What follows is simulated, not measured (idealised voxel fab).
process module | voxel self aligned vias
cross-section cut | 285 nm wide | cells 5 nm
A cross-section is a grid of square cells, given in bands from the top down. A band is one or more rows of cells.
Each band's line starts with the height of the band's top and of its bottom, in nm. Then come its materials from left to right, each with its width in nm. One material with "throughout" fills the band from edge to edge. "air" is empty space.
Height 0 is the level under which the wafer as received is all one material. The lowest band goes on downwards, as in "0 down".
A width such as "30 to 40" changes by the same amount from each row of cells to the next, from the band's top row to its bottom row.
"no change" after a step means that no cell of the cross-section changed.
closed voids: empty space of 8 cells or more with no open way to the top, each as width x height at its distance from the left edge, in nm
after a step's settings: what the simulator itself notes on the step
overlay nm, on a step with a mask: how far to the right of its planned place the mask lay; to the left if negative
Each pair below shows a cross-section before one step and the cross-section after it, down to the lowest band that changed. The line under each pair gives the step between them, with its settings. The pairs can come from different runs of this module on the same starting wafer, so a pair continues from the pair above only where its "before" says so.
before
  0 down: Si throughout
  closed voids: none
after
  15 to 0: SiO2 throughout
  below 0: unchanged
  closed voids: none
the step between: op CONFORMAL_DEP | material SiO2 | thk nm 15
before: the cross-section after the pair above
after
  20 to 15: SiCN throughout
  below 15: unchanged
  closed voids: none
the step between: op CONFORMAL_DEP | material SiCN | thk nm 5
before: the cross-section after the pair above
after
  45 to 20: SiO2 throughout
  below 20: unchanged
  closed voids: none
the step between: op DIRECTIONAL_DEP | material SiO2 | thk nm 25
before: the cross-section after the pair above
after
  55 to 45: aC throughout
  below 45: unchanged
  closed voids: none
the step between: op DIRECTIONAL_DEP | material aC | thk nm 10
before: the cross-section after the pair above
after
  85 to 55: resist 75 | air 20 | resist 35 | air 20 | resist 35 | air 20 | resist 80
  below 55: unchanged
  closed voids: none
the step between: op PATTERN | tone open | mask id LINES | material resist | width nm 20 | pitch nm 55 | thk nm 30 | overlay nm 0
before: the cross-section after the pair above
after
  75 to 55: resist 75 | air 20 | resist 35 | air 20 | resist 35 | air 20 | resist 80
  55 to 45: aC 75 | air 20 | aC 35 | air 20 | aC 35 | air 20 | aC 80
  below 45: unchanged
  closed voids: none
the step between: op DIRECTIONAL_ETCH | etch materials aC | depth nm 10
before: the cross-section after the pair above
after
  55 to 45: aC 75 | air 20 | aC 35 | air 20 | aC 35 | air 20 | aC 80
  below 45: unchanged
  closed voids: none
the step between: op STRIP | etch materials resist
before: the cross-section after the pair above
after
  55 to 45: aC 75 | air 20 | aC 35 | air 20 | aC 35 | air 20 | aC 80
  45 to 20: SiO2 75 | air 20 | SiO2 35 | air 20 | SiO2 35 | air 20 | SiO2 80
  below 20: unchanged
  closed voids: none
the step between: op DIRECTIONAL_ETCH | etch materials SiO2 | depth nm 25
before: the cross-section after the pair above
after
  45 to 20: SiO2 75 | air 20 | SiO2 35 | air 20 | SiO2 35 | air 20 | SiO2 80
  below 20: unchanged
  closed voids: none
the step between: op STRIP | etch materials aC
before: the cross-section after the pair above
after
  50 to 45: TiN 80 | air 10 | TiN 45 | air 10 | TiN 45 | air 10 | TiN 85
  45 to 25: SiO2 75 | TiN 5 | air 10 | TiN 5 | SiO2 35 | TiN 5 | air 10 | TiN 5 | SiO2 35 | TiN 5 | air 10 | TiN 5 | SiO2 80
  25 to 20: SiO2 75 | TiN 20 | SiO2 35 | TiN 20 | SiO2 35 | TiN 20 | SiO2 80
  below 20: unchanged
  closed voids: none
the step between: op CONFORMAL_DEP | material TiN | thk nm 5
before: the cross-section after the pair above
after
  55 to 50: Ru throughout
  50 to 45: TiN 80 | Ru 10 | TiN 45 | Ru 10 | TiN 45 | Ru 10 | TiN 85
  45 to 25: SiO2 75 | TiN 5 | Ru 10 | TiN 5 | SiO2 35 | TiN 5 | Ru 10 | TiN 5 | SiO2 35 | TiN 5 | Ru 10 | TiN 5 | SiO2 80
  below 25: unchanged
  closed voids: none
the step between: op FILL_DEP | material Ru | thk nm 5
before: the cross-section after the pair above
after
  45 to 25: SiO2 75 | TiN 5 | Ru 10 | TiN 5 | SiO2 35 | TiN 5 | Ru 10 | TiN 5 | SiO2 35 | TiN 5 | Ru 10 | TiN 5 | SiO2 80
  below 25: unchanged
  closed voids: none
the step between: op CMP | height nm 45
before: the cross-section after the pair above
after
  45 to 35: SiO2 75 | air 20 | SiO2 35 | air 20 | SiO2 35 | air 20 | SiO2 80
  below 35: unchanged
  closed voids: none
the step between: op SELECTIVE_ETCH | etch materials W Ru TiN | depth nm 10
before: the cross-section after the pair above
after
  55 to 45: SiN throughout
  45 to 35: SiO2 75 | SiN 20 | SiO2 35 | SiN 20 | SiO2 35 | SiN 20 | SiO2 80
  below 35: unchanged
  closed voids: none
the step between: op FILL_DEP | material SiN | thk nm 10
before: the cross-section after the pair above
after
  45 to 35: SiO2 75 | SiN 20 | SiO2 35 | SiN 20 | SiO2 35 | SiN 20 | SiO2 80
  below 35: unchanged
  closed voids: none
the step between: op CMP | height nm 45
before: the cross-section after the pair above
after
  65 to 45: SiO2 throughout
  below 45: unchanged
  closed voids: none
the step between: op DIRECTIONAL_DEP | material SiO2 | thk nm 20
before: the cross-section after the pair above
after
  80 to 65: resist 70 | air 30 | resist 25 | air 30 | resist 25 | air 30 | resist 75
  below 65: unchanged
  closed voids: none
the step between: op PATTERN | tone open | mask id VIAS | material resist | width nm 30 | pitch nm 55 | thk nm 15 | overlay nm 0
before: the cross-section after the pair above
after
  80 to 65: resist 70 | air 30 | resist 25 | air 30 | resist 25 | air 30 | resist 75
  65 to 45: SiO2 70 | air 30 | SiO2 25 | air 30 | SiO2 25 | air 30 | SiO2 75
  below 45: unchanged
  closed voids: none
the step between: op DIRECTIONAL_ETCH | etch materials SiO2 | depth nm 20
before: the cross-section after the pair above
after
  80 to 65: resist 70 | air 30 | resist 25 | air 30 | resist 25 | air 30 | resist 75
  65 to 45: SiO2 70 | air 30 | SiO2 25 | air 30 | SiO2 25 | air 30 | SiO2 75
  45 to 35: SiO2 75 | air 20 | SiO2 35 | air 20 | SiO2 35 | air 20 | SiO2 80
  below 35: unchanged
  closed voids: none
the step between: op DIRECTIONAL_ETCH | etch materials SiN | depth nm 10
before: the cross-section after the pair above
after
  65 to 45: SiO2 70 | air 30 | SiO2 25 | air 30 | SiO2 25 | air 30 | SiO2 75
  below 45: unchanged
  closed voids: none
the step between: op STRIP | etch materials resist
before: the cross-section after the pair above
after
  70 to 65: TiN 75 | air 20 | TiN 35 | air 20 | TiN 35 | air 20 | TiN 80
  65 to 50: SiO2 70 | TiN 5 | air 20 | TiN 5 | SiO2 25 | TiN 5 | air 20 | TiN 5 | SiO2 25 | TiN 5 | air 20 | TiN 5 | SiO2 75
  50 to 40: SiO2 70 to 75 | TiN 10 to 5 | air 10 | TiN 10 to 5 | SiO2 25 to 35 | TiN 10 to 5 | air 10 | TiN 10 to 5 | SiO2 25 to 35 | TiN 10 to 5 | air 10 | TiN 10 to 5 | SiO2 75 to 80
  40 to 35: SiO2 75 | TiN 20 | SiO2 35 | TiN 20 | SiO2 35 | TiN 20 | SiO2 80
  below 35: unchanged
  closed voids: none
the step between: op CONFORMAL_DEP | material TiN | thk nm 5
before: the cross-section after the pair above
after
  80 to 70: W throughout
  70 to 65: TiN 75 | W 20 | TiN 35 | W 20 | TiN 35 | W 20 | TiN 80
  65 to 50: SiO2 70 | TiN 5 | W 20 | TiN 5 | SiO2 25 | TiN 5 | W 20 | TiN 5 | SiO2 25 | TiN 5 | W 20 | TiN 5 | SiO2 75
  50 to 40: SiO2 70 to 75 | TiN 10 to 5 | W 10 | TiN 10 to 5 | SiO2 25 to 35 | TiN 10 to 5 | W 10 | TiN 10 to 5 | SiO2 25 to 35 | TiN 10 to 5 | W 10 | TiN 10 to 5 | SiO2 75 to 80
  below 40: unchanged
  closed voids: none
the step between: op FILL_DEP | material W | thk nm 10
before: the cross-section after the pair above
after
  65 to 50: SiO2 70 | TiN 5 | W 20 | TiN 5 | SiO2 25 | TiN 5 | W 20 | TiN 5 | SiO2 25 | TiN 5 | W 20 | TiN 5 | SiO2 75
  below 50: unchanged
  closed voids: none
the step between: op CMP | height nm 65
before: the cross-section after the pair above
after
  70 to 65: SiN throughout
  below 65: unchanged
  closed voids: none
the step between: op CONFORMAL_DEP | material SiN | thk nm 5
before
  15 to 0: SiO2 throughout
  0 down: Si throughout
  closed voids: none
after
  40 to 0: SiO2 throughout
  below 0: unchanged
  closed voids: none
the step between: op DIRECTIONAL_DEP | material SiO2 | thk nm 25
before: the cross-section after the pair above
after
  50 to 40: aC throughout
  below 40: unchanged
  closed voids: none
the step between: op DIRECTIONAL_DEP | material aC | thk nm 10
before: the cross-section after the pair above
after
  80 to 50: resist 75 | air 20 | resist 35 | air 20 | resist 35 | air 20 | resist 80
  below 50: unchanged
  closed voids: none
the step between: op PATTERN | tone open | mask id LINES | material resist | width nm 20 | pitch nm 55 | thk nm 30 | overlay nm 0
before: the cross-section after the pair above
after
  70 to 50: resist 75 | air 20 | resist 35 | air 20 | resist 35 | air 20 | resist 80
  50 to 40: aC 75 | air 20 | aC 35 | air 20 | aC 35 | air 20 | aC 80
  below 40: unchanged
  closed voids: none
the step between: op DIRECTIONAL_ETCH | etch materials aC | depth nm 10
before: the cross-section after the pair above
after
  50 to 40: aC 75 | air 20 | aC 35 | air 20 | aC 35 | air 20 | aC 80
  below 40: unchanged
  closed voids: none
the step between: op STRIP | etch materials resist
before: the cross-section after the pair above
after
  50 to 40: aC 75 | air 20 | aC 35 | air 20 | aC 35 | air 20 | aC 80
  40 to 15: SiO2 75 | air 20 | SiO2 35 | air 20 | SiO2 35 | air 20 | SiO2 80
  below 15: unchanged
  closed voids: none
the step between: op DIRECTIONAL_ETCH | etch materials SiO2 | depth nm 25
before: the cross-section after the pair above
after
  40 to 15: SiO2 75 | air 20 | SiO2 35 | air 20 | SiO2 35 | air 20 | SiO2 80
  below 15: unchanged
  closed voids: none
the step between: op STRIP | etch materials aC
before: the cross-section after the pair above
after
  45 to 40: TiN 80 | air 10 | TiN 45 | air 10 | TiN 45 | air 10 | TiN 85
  40 to 20: SiO2 75 | TiN 5 | air 10 | TiN 5 | SiO2 35 | TiN 5 | air 10 | TiN 5 | SiO2 35 | TiN 5 | air 10 | TiN 5 | SiO2 80
  20 to 15: SiO2 75 | TiN 20 | SiO2 35 | TiN 20 | SiO2 35 | TiN 20 | SiO2 80
  below 15: unchanged
  closed voids: none
the step between: op CONFORMAL_DEP | material TiN | thk nm 5
before: the cross-section after the pair above
after
  50 to 45: Ru throughout
  45 to 40: TiN 80 | Ru 10 | TiN 45 | Ru 10 | TiN 45 | Ru 10 | TiN 85
  40 to 20: SiO2 75 | TiN 5 | Ru 10 | TiN 5 | SiO2 35 | TiN 5 | Ru 10 | TiN 5 | SiO2 35 | TiN 5 | Ru 10 | TiN 5 | SiO2 80
  below 20: unchanged
  closed voids: none
the step between: op FILL_DEP | material Ru | thk nm 5
before: the cross-section after the pair above
after
  45 to 40: TiN 80 | Ru 10 | TiN 45 | Ru 10 | TiN 45 | Ru 10 | TiN 85
  below 40: unchanged
  closed voids: none
the step between: op CMP | height nm 45
before: the cross-section after the pair above
after
  40 to 35: SiO2 75 | air 20 | SiO2 35 | air 20 | SiO2 35 | air 20 | SiO2 80
  below 35: unchanged
  closed voids: none
the step between: op SELECTIVE_ETCH | etch materials W Ru TiN | depth nm 10
before: the cross-section after the pair above
after
  50 to 40: SiN throughout
  40 to 35: SiO2 75 | SiN 20 | SiO2 35 | SiN 20 | SiO2 35 | SiN 20 | SiO2 80
  below 35: unchanged
  closed voids: none
the step between: op FILL_DEP | material SiN | thk nm 10
before: the cross-section after the pair above
after
  45 to 40: SiN throughout
  below 40: unchanged
  closed voids: none
the step between: op CMP | height nm 45
before: the cross-section after the pair above
after
  65 to 45: SiO2 throughout
  below 45: unchanged
  closed voids: none
the step between: op DIRECTIONAL_DEP | material SiO2 | thk nm 20
before: the cross-section after the pair above
after
  80 to 65: resist 70 | air 30 | resist 25 | air 30 | resist 25 | air 30 | resist 75
  below 65: unchanged
  closed voids: none
the step between: op PATTERN | tone open | mask id VIAS | material resist | width nm 30 | pitch nm 55 | thk nm 15 | overlay nm 0
before: the cross-section after the pair above
after
  80 to 65: resist 70 | air 30 | resist 25 | air 30 | resist 25 | air 30 | resist 75
  65 to 45: SiO2 70 | air 30 | SiO2 25 | air 30 | SiO2 25 | air 30 | SiO2 75
  below 45: unchanged
  closed voids: none
the step between: op DIRECTIONAL_ETCH | etch materials SiO2 | depth nm 20
before: the cross-section after the pair above
after
  80 to 65: resist 70 | air 30 | resist 25 | air 30 | resist 25 | air 30 | resist 75
  65 to 45: SiO2 70 | air 30 | SiO2 25 | air 30 | SiO2 25 | air 30 | SiO2 75
  45 to 40: SiN 70 | air 30 | SiN 25 | air 30 | SiN 25 | air 30 | SiN 75
  40 to 35: SiO2 75 | air 20 | SiO2 35 | air 20 | SiO2 35 | air 20 | SiO2 80
  below 35: unchanged
  closed voids: none
the step between: op DIRECTIONAL_ETCH | etch materials SiN | depth nm 10
before: the cross-section after the pair above
after
  65 to 45: SiO2 70 | air 30 | SiO2 25 | air 30 | SiO2 25 | air 30 | SiO2 75
  below 45: unchanged
  closed voids: none
the step between: op STRIP | etch materials resist
before: the cross-section after the pair above
after
  70 to 65: TiN 75 | air 20 | TiN 35 | air 20 | TiN 35 | air 20 | TiN 80
  65 to 45: SiO2 70 | TiN 5 | air 20 | TiN 5 | SiO2 25 | TiN 5 | air 20 | TiN 5 | SiO2 25 | TiN 5 | air 20 | TiN 5 | SiO2 75
  45 to 40: SiN 70 | TiN 10 | air 10 | TiN 10 | SiN 25 | TiN 10 | air 10 | TiN 10 | SiN 25 | TiN 10 | air 10 | TiN 10 | SiN 75
  40 to 35: SiO2 75 | TiN 20 | SiO2 35 | TiN 20 | SiO2 35 | TiN 20 | SiO2 80
  below 35: unchanged
  closed voids: none
the step between: op CONFORMAL_DEP | material TiN | thk nm 5
before: the cross-section after the pair above
after
  80 to 70: W throughout
  70 to 65: TiN 75 | W 20 | TiN 35 | W 20 | TiN 35 | W 20 | TiN 80
  65 to 45: SiO2 70 | TiN 5 | W 20 | TiN 5 | SiO2 25 | TiN 5 | W 20 | TiN 5 | SiO2 25 | TiN 5 | W 20 | TiN 5 | SiO2 75
  45 to 40: SiN 70 | TiN 10 | W 10 | TiN 10 | SiN 25 | TiN 10 | W 10 | TiN 10 | SiN 25 | TiN 10 | W 10 | TiN 10 | SiN 75
  below 40: unchanged
  closed voids: none
the step between: op FILL_DEP | material W | thk nm 10
before: the cross-section after the pair above
after
  65 to 45: SiO2 70 | TiN 5 | W 20 | TiN 5 | SiO2 25 | TiN 5 | W 20 | TiN 5 | SiO2 25 | TiN 5 | W 20 | TiN 5 | SiO2 75
  below 45: unchanged
  closed voids: none
the step between: op CMP | height nm 65
before: the cross-section after the pair above
after
  70 to 65: SiN throughout
  below 65: unchanged
  closed voids: none
the step between: op CONFORMAL_DEP | material SiN | thk nm 5
before
  80 to 65: resist 70 | air 30 | resist 25 | air 30 | resist 25 | air 30 | resist 75
  65 to 45: SiO2 70 | air 30 | SiO2 25 | air 30 | SiO2 25 | air 30 | SiO2 75
  45 to 35: SiO2 75 | SiN 20 | SiO2 35 | SiN 20 | SiO2 35 | SiN 20 | SiO2 80
  35 to 25: SiO2 75 | TiN 5 | Ru 10 | TiN 5 | SiO2 35 | TiN 5 | Ru 10 | TiN 5 | SiO2 35 | TiN 5 | Ru 10 | TiN 5 | SiO2 80
  25 to 20: SiO2 75 | TiN 20 | SiO2 35 | TiN 20 | SiO2 35 | TiN 20 | SiO2 80
  20 to 15: SiCN throughout
  15 to 0: SiO2 throughout
  0 down: Si throughout
  closed voids: none
after
  80 to 65: resist 70 | air 30 | resist 25 | air 30 | resist 25 | air 30 | resist 75
  65 to 45: SiO2 70 | air 30 | SiO2 25 | air 30 | SiO2 25 | air 30 | SiO2 75
  45 to 35: SiO2 70 | air 5 | SiN 20 | air 5 | SiO2 25 | air 5 | SiN 20 | air 5 | SiO2 25 | air 5 | SiN 20 | air 5 | SiO2 75
  35 to 25: SiO2 70 | air 5 | TiN 5 | Ru 10 | TiN 5 | air 5 | SiO2 25 | air 5 | TiN 5 | Ru 10 | TiN 5 | air 5 | SiO2 25 | air 5 | TiN 5 | Ru 10 | TiN 5 | air 5 | SiO2 75
  below 25: unchanged
  closed voids: none
the step between: op DIRECTIONAL_ETCH | etch materials SiO2 | depth nm 20
before: the cross-section after the pair above
after
  80 to 65: resist 70 | air 30 | resist 25 | air 30 | resist 25 | air 30 | resist 75
  65 to 35: SiO2 70 | air 30 | SiO2 25 | air 30 | SiO2 25 | air 30 | SiO2 75
  below 35: unchanged
  closed voids: none
the step between: op DIRECTIONAL_ETCH | etch materials SiN | depth nm 10
before: the cross-section after the pair above
after
  65 to 35: SiO2 70 | air 30 | SiO2 25 | air 30 | SiO2 25 | air 30 | SiO2 75
  below 35: unchanged
  closed voids: none
the step between: op STRIP | etch materials resist
before: the cross-section after the pair above
after
  70 to 65: TiN 75 | air 20 | TiN 35 | air 20 | TiN 35 | air 20 | TiN 80
  65 to 40: SiO2 70 | TiN 5 | air 20 | TiN 5 | SiO2 25 | TiN 5 | air 20 | TiN 5 | SiO2 25 | TiN 5 | air 20 | TiN 5 | SiO2 75
  40 to 35: SiO2 70 | TiN 30 | SiO2 25 | TiN 30 | SiO2 25 | TiN 30 | SiO2 75
  35 to 25: SiO2 70 | TiN 10 | Ru 10 | TiN 10 | SiO2 25 | TiN 10 | Ru 10 | TiN 10 | SiO2 25 | TiN 10 | Ru 10 | TiN 10 | SiO2 75
  below 25: unchanged
  closed voids: none
the step between: op CONFORMAL_DEP | material TiN | thk nm 5
before: the cross-section after the pair above
after
  80 to 70: W throughout
  70 to 65: TiN 75 | W 20 | TiN 35 | W 20 | TiN 35 | W 20 | TiN 80
  65 to 40: SiO2 70 | TiN 5 | W 20 | TiN 5 | SiO2 25 | TiN 5 | W 20 | TiN 5 | SiO2 25 | TiN 5 | W 20 | TiN 5 | SiO2 75
  below 40: unchanged
  closed voids: none
the step between: op FILL_DEP | material W | thk nm 10
before: the cross-section after the pair above
after
  65 to 40: SiO2 70 | TiN 5 | W 20 | TiN 5 | SiO2 25 | TiN 5 | W 20 | TiN 5 | SiO2 25 | TiN 5 | W 20 | TiN 5 | SiO2 75
  below 40: unchanged
  closed voids: none
the step between: op CMP | height nm 65
before: the cross-section after the pair above
after
  70 to 65: SiN throughout
  below 65: unchanged
  closed voids: none
the step between: op CONFORMAL_DEP | material SiN | thk nm 5
before
  0 down: Si throughout
  closed voids: none
after
  5 to 0: SiCN throughout
  below 0: unchanged
  closed voids: none
the step between: op CONFORMAL_DEP | material SiCN | thk nm 5
before: the cross-section after the pair above
after
  20 to 5: SiO2 throughout
  below 5: unchanged
  closed voids: none
the step between: op CONFORMAL_DEP | material SiO2 | thk nm 15
before: the cross-section after the pair above
after
  45 to 5: SiO2 throughout
  below 5: unchanged
  closed voids: none
the step between: op DIRECTIONAL_DEP | material SiO2 | thk nm 25
before: the cross-section after the pair above
after
  55 to 45: aC throughout
  below 45: unchanged
  closed voids: none
the step between: op DIRECTIONAL_DEP | material aC | thk nm 10
before: the cross-section after the pair above
after
  85 to 55: resist 75 | air 20 | resist 35 | air 20 | resist 35 | air 20 | resist 80
  below 55: unchanged
  closed voids: none
the step between: op PATTERN | tone open | mask id LINES | material resist | width nm 20 | pitch nm 55 | thk nm 30 | overlay nm 0
before: the cross-section after the pair above
after
  75 to 55: resist 75 | air 20 | resist 35 | air 20 | resist 35 | air 20 | resist 80
  55 to 45: aC 75 | air 20 | aC 35 | air 20 | aC 35 | air 20 | aC 80
  below 45: unchanged
  closed voids: none
the step between: op DIRECTIONAL_ETCH | etch materials aC | depth nm 10
before: the cross-section after the pair above
after
  55 to 45: aC 75 | air 20 | aC 35 | air 20 | aC 35 | air 20 | aC 80
  below 45: unchanged
  closed voids: none
the step between: op STRIP | etch materials resist
before: the cross-section after the pair above
after
  55 to 45: aC 75 | air 20 | aC 35 | air 20 | aC 35 | air 20 | aC 80
  45 to 20: SiO2 75 | air 20 | SiO2 35 | air 20 | SiO2 35 | air 20 | SiO2 80
  below 20: unchanged
  closed voids: none
the step between: op DIRECTIONAL_ETCH | etch materials SiO2 | depth nm 25
before: the cross-section after the pair above
after
  45 to 20: SiO2 75 | air 20 | SiO2 35 | air 20 | SiO2 35 | air 20 | SiO2 80
  below 20: unchanged
  closed voids: none
the step between: op STRIP | etch materials aC
before: the cross-section after the pair above
after
  50 to 45: TiN 80 | air 10 | TiN 45 | air 10 | TiN 45 | air 10 | TiN 85
  45 to 25: SiO2 75 | TiN 5 | air 10 | TiN 5 | SiO2 35 | TiN 5 | air 10 | TiN 5 | SiO2 35 | TiN 5 | air 10 | TiN 5 | SiO2 80
  25 to 20: SiO2 75 | TiN 20 | SiO2 35 | TiN 20 | SiO2 35 | TiN 20 | SiO2 80
  below 20: unchanged
  closed voids: none
the step between: op CONFORMAL_DEP | material TiN | thk nm 5
before: the cross-section after the pair above
after
  55 to 50: Ru throughout
  50 to 45: TiN 80 | Ru 10 | TiN 45 | Ru 10 | TiN 45 | Ru 10 | TiN 85
  45 to 25: SiO2 75 | TiN 5 | Ru 10 | TiN 5 | SiO2 35 | TiN 5 | Ru 10 | TiN 5 | SiO2 35 | TiN 5 | Ru 10 | TiN 5 | SiO2 80
  below 25: unchanged
  closed voids: none
the step between: op FILL_DEP | material Ru | thk nm 5
before: the cross-section after the pair above
after
  45 to 25: SiO2 75 | TiN 5 | Ru 10 | TiN 5 | SiO2 35 | TiN 5 | Ru 10 | TiN 5 | SiO2 35 | TiN 5 | Ru 10 | TiN 5 | SiO2 80
  below 25: unchanged
  closed voids: none
the step between: op CMP | height nm 45
before: the cross-section after the pair above
after
  45 to 35: SiO2 75 | air 20 | SiO2 35 | air 20 | SiO2 35 | air 20 | SiO2 80
  below 35: unchanged
  closed voids: none
the step between: op SELECTIVE_ETCH | etch materials W Ru TiN | depth nm 10
before: the cross-section after the pair above
after
  55 to 45: SiN throughout
  45 to 35: SiO2 75 | SiN 20 | SiO2 35 | SiN 20 | SiO2 35 | SiN 20 | SiO2 80
  below 35: unchanged
  closed voids: none
the step between: op FILL_DEP | material SiN | thk nm 10
before: the cross-section after the pair above
after
  45 to 35: SiO2 75 | SiN 20 | SiO2 35 | SiN 20 | SiO2 35 | SiN 20 | SiO2 80
  below 35: unchanged
  closed voids: none
the step between: op CMP | height nm 45
before: the cross-section after the pair above
after
  65 to 45: SiO2 throughout
  below 45: unchanged
  closed voids: none
the step between: op DIRECTIONAL_DEP | material SiO2 | thk nm 20
before: the cross-section after the pair above
after
  80 to 65: resist 70 | air 30 | resist 25 | air 30 | resist 25 | air 30 | resist 75
  below 65: unchanged
  closed voids: none
the step between: op PATTERN | tone open | mask id VIAS | material resist | width nm 30 | pitch nm 55 | thk nm 15 | overlay nm 0
before: the cross-section after the pair above
after
  80 to 65: resist 70 | air 30 | resist 25 | air 30 | resist 25 | air 30 | resist 75
  65 to 45: SiO2 70 | air 30 | SiO2 25 | air 30 | SiO2 25 | air 30 | SiO2 75
  below 45: unchanged
  closed voids: none
the step between: op DIRECTIONAL_ETCH | etch materials SiO2 | depth nm 20
before: the cross-section after the pair above
after
  80 to 65: resist 70 | air 30 | resist 25 | air 30 | resist 25 | air 30 | resist 75
  65 to 45: SiO2 70 | air 30 | SiO2 25 | air 30 | SiO2 25 | air 30 | SiO2 75
  45 to 35: SiO2 75 | air 20 | SiO2 35 | air 20 | SiO2 35 | air 20 | SiO2 80
  below 35: unchanged
  closed voids: none
the step between: op DIRECTIONAL_ETCH | etch materials SiN | depth nm 10
before: the cross-section after the pair above
after
  65 to 45: SiO2 70 | air 30 | SiO2 25 | air 30 | SiO2 25 | air 30 | SiO2 75
  below 45: unchanged
  closed voids: none
the step between: op STRIP | etch materials resist
before: the cross-section after the pair above
after
  70 to 65: TiN 75 | air 20 | TiN 35 | air 20 | TiN 35 | air 20 | TiN 80
  65 to 50: SiO2 70 | TiN 5 | air 20 | TiN 5 | SiO2 25 | TiN 5 | air 20 | TiN 5 | SiO2 25 | TiN 5 | air 20 | TiN 5 | SiO2 75
  50 to 40: SiO2 70 to 75 | TiN 10 to 5 | air 10 | TiN 10 to 5 | SiO2 25 to 35 | TiN 10 to 5 | air 10 | TiN 10 to 5 | SiO2 25 to 35 | TiN 10 to 5 | air 10 | TiN 10 to 5 | SiO2 75 to 80
  40 to 35: SiO2 75 | TiN 20 | SiO2 35 | TiN 20 | SiO2 35 | TiN 20 | SiO2 80
  below 35: unchanged
  closed voids: none
the step between: op CONFORMAL_DEP | material TiN | thk nm 5
before: the cross-section after the pair above
after
  80 to 70: W throughout
  70 to 65: TiN 75 | W 20 | TiN 35 | W 20 | TiN 35 | W 20 | TiN 80
  65 to 50: SiO2 70 | TiN 5 | W 20 | TiN 5 | SiO2 25 | TiN 5 | W 20 | TiN 5 | SiO2 25 | TiN 5 | W 20 | TiN 5 | SiO2 75
  50 to 40: SiO2 70 to 75 | TiN 10 to 5 | W 10 | TiN 10 to 5 | SiO2 25 to 35 | TiN 10 to 5 | W 10 | TiN 10 to 5 | SiO2 25 to 35 | TiN 10 to 5 | W 10 | TiN 10 to 5 | SiO2 75 to 80
  below 40: unchanged
  closed voids: none
the step between: op FILL_DEP | material W | thk nm 10
before: the cross-section after the pair above
after
  65 to 50: SiO2 70 | TiN 5 | W 20 | TiN 5 | SiO2 25 | TiN 5 | W 20 | TiN 5 | SiO2 25 | TiN 5 | W 20 | TiN 5 | SiO2 75
  below 50: unchanged
  closed voids: none
the step between: op CMP | height nm 65
before: the cross-section after the pair above
after
  70 to 65: SiN throughout
  below 65: unchanged
  closed voids: none
the step between: op CONFORMAL_DEP | material SiN | thk nm 5
before
  80 to 65: resist 70 | air 30 | resist 25 | air 30 | resist 25 | air 30 | resist 75
  65 to 45: SiO2 70 | air 30 | SiO2 25 | air 30 | SiO2 25 | air 30 | SiO2 75
  45 to 35: SiO2 75 | SiN 20 | SiO2 35 | SiN 20 | SiO2 35 | SiN 20 | SiO2 80
  35 to 25: SiO2 75 | TiN 5 | Ru 10 | TiN 5 | SiO2 35 | TiN 5 | Ru 10 | TiN 5 | SiO2 35 | TiN 5 | Ru 10 | TiN 5 | SiO2 80
  25 to 20: SiO2 75 | TiN 20 | SiO2 35 | TiN 20 | SiO2 35 | TiN 20 | SiO2 80
  20 to 15: SiCN throughout
  15 to 0: SiO2 throughout
  0 down: Si throughout
  closed voids: none
after
  80 to 65: resist 70 | air 30 | resist 25 | air 30 | resist 25 | air 30 | resist 75
  65 to 45: SiO2 70 | air 30 | SiO2 25 | air 30 | SiO2 25 | air 30 | SiO2 75
  45 to 40: SiO2 75 | air 20 | SiO2 35 | air 20 | SiO2 35 | air 20 | SiO2 80
  below 40: unchanged
  closed voids: none
the step between: op DIRECTIONAL_ETCH | etch materials SiN | depth nm 5
before: the cross-section after the pair above
after
  65 to 45: SiO2 70 | air 30 | SiO2 25 | air 30 | SiO2 25 | air 30 | SiO2 75
  below 45: unchanged
  closed voids: none
the step between: op STRIP | etch materials resist
before: the cross-section after the pair above
after
  70 to 65: TiN 75 | air 20 | TiN 35 | air 20 | TiN 35 | air 20 | TiN 80
  65 to 50: SiO2 70 | TiN 5 | air 20 | TiN 5 | SiO2 25 | TiN 5 | air 20 | TiN 5 | SiO2 25 | TiN 5 | air 20 | TiN 5 | SiO2 75
  50 to 45: SiO2 70 | TiN 10 | air 10 | TiN 10 | SiO2 25 | TiN 10 | air 10 | TiN 10 | SiO2 25 | TiN 10 | air 10 | TiN 10 | SiO2 75
  45 to 40: SiO2 75 | TiN 20 | SiO2 35 | TiN 20 | SiO2 35 | TiN 20 | SiO2 80
  below 40: unchanged
  closed voids: none
the step between: op CONFORMAL_DEP | material TiN | thk nm 5
before: the cross-section after the pair above
after
  80 to 70: W throughout
  70 to 65: TiN 75 | W 20 | TiN 35 | W 20 | TiN 35 | W 20 | TiN 80
  65 to 50: SiO2 70 | TiN 5 | W 20 | TiN 5 | SiO2 25 | TiN 5 | W 20 | TiN 5 | SiO2 25 | TiN 5 | W 20 | TiN 5 | SiO2 75
  50 to 45: SiO2 70 | TiN 10 | W 10 | TiN 10 | SiO2 25 | TiN 10 | W 10 | TiN 10 | SiO2 25 | TiN 10 | W 10 | TiN 10 | SiO2 75
  below 45: unchanged
  closed voids: none
the step between: op FILL_DEP | material W | thk nm 10
before: the cross-section after the pair above
after
  65 to 50: SiO2 70 | TiN 5 | W 20 | TiN 5 | SiO2 25 | TiN 5 | W 20 | TiN 5 | SiO2 25 | TiN 5 | W 20 | TiN 5 | SiO2 75
  below 50: unchanged
  closed voids: none
the step between: op CMP | height nm 65
before: the cross-section after the pair above
after
  70 to 65: SiN throughout
  below 65: unchanged
  closed voids: none
the step between: op CONFORMAL_DEP | material SiN | thk nm 5
before
  65 to 45: SiO2 throughout
  45 to 35: SiO2 75 | SiN 20 | SiO2 35 | SiN 20 | SiO2 35 | SiN 20 | SiO2 80
  35 to 25: SiO2 75 | TiN 5 | Ru 10 | TiN 5 | SiO2 35 | TiN 5 | Ru 10 | TiN 5 | SiO2 35 | TiN 5 | Ru 10 | TiN 5 | SiO2 80
  25 to 20: SiO2 75 | TiN 20 | SiO2 35 | TiN 20 | SiO2 35 | TiN 20 | SiO2 80
  20 to 15: SiCN throughout
  15 to 0: SiO2 throughout
  0 down: Si throughout
  closed voids: none
after
  80 to 65: resist 75 | air 25 | resist 30 | air 25 | resist 30 | air 25 | resist 75
  below 65: unchanged
  closed voids: none
the step between: op PATTERN | tone open | mask id VIAS | material resist | width nm 25 | pitch nm 55 | thk nm 15 | overlay nm 0
before: the cross-section after the pair above
after
  80 to 65: resist 75 | air 25 | resist 30 | air 25 | resist 30 | air 25 | resist 75
  65 to 45: SiO2 75 | air 25 | SiO2 30 | air 25 | SiO2 30 | air 25 | SiO2 75
  below 45: unchanged
  closed voids: none
the step between: op DIRECTIONAL_ETCH | etch materials SiO2 | depth nm 20
